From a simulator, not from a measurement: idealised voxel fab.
process module | voxel fin reveal
cross-section cut | 230 nm wide | cells 5 nm
A cross-section is a grid of square cells, given in bands from the top down. A band is one or more rows of cells.
Each band's line starts with the height of the band's top and of its bottom, in nm. Then come its materials from left to right, each with its width in nm. One material with "throughout" fills the band from edge to edge. "air" is empty space.
Height 0 is the level under which the wafer as received is all one material. The lowest band goes on downwards, as in "0 down".
A width such as "30 to 40" changes by the same amount from each row of cells to the next, from the band's top row to its bottom row.
"no change" after a step means that no cell of the cross-section changed.
closed voids: empty space of 8 cells or more with no open way to the top, each as width x height at its distance from the left edge, in nm
after a step's settings: what the simulator itself notes on the step
overlay nm, on a step with a mask: how far to the right of its planned place the mask lay; to the left if negative
plan
1 op RECEIVE | material Si
2 op CONFORMAL_DEP | material SiN | thk nm 5
3 op DIRECTIONAL_DEP | material aC | thk nm 15
4 op PATTERN | tone cover | mask id FINS | material resist | width nm 15 | pitch nm 35 | thk nm 35 | overlay nm 0
5 op DIRECTIONAL_ETCH | etch materials aC | depth nm 15
6 op STRIP | etch materials resist
7 op DIRECTIONAL_ETCH | etch materials SiN | depth nm 5
8 op DIRECTIONAL_ETCH | etch materials Si | depth nm 30
9 op STRIP | etch materials aC
10 op FILL_DEP | material SiO2 | thk nm 10
11 op CMP | height nm 5
12 op SELECTIVE_ETCH | etch materials SiO2 | depth nm 25
13 op STRIP | etch materials SiN
14 op CONFORMAL_DEP | material HfO2 | thk nm 5
as received, after step 1
  0 down: Si throughout
  closed voids: none
first wafer at the end, as planned
  5 to 0: air 65 | HfO2 25 | air 10 | HfO2 25 | air 10 | HfO2 25 | air 70
  0 to -15: air 65 | HfO2 5 | Si 15 | HfO2 5 | air 10 | HfO2 5 | Si 15 | HfO2 5 | air 10 | HfO2 5 | Si 15 | HfO2 5 | air 70
  -15 to -20: HfO2 70 | Si 15 | HfO2 20 | Si 15 | HfO2 20 | Si 15 | HfO2 75
  -20 to -30: SiO2 70 | Si 15 | SiO2 20 | Si 15 | SiO2 20 | Si 15 | SiO2 75
  -30 down: Si throughout
  closed voids: none
second wafer at the end: like start, like plan, one mistake
  0 to -20: air 70 | Si 15 | air 20 | Si 15 | air 20 | Si 15 | air 75
  -20 to -30: SiO2 70 | Si 15 | SiO2 20 | Si 15 | SiO2 20 | Si 15 | SiO2 75
  -30 down: Si throughout
  closed voids: none
what went wrong: step 14 was left out
at the end the second wafer has, in cells: 70 fewer of HfO2
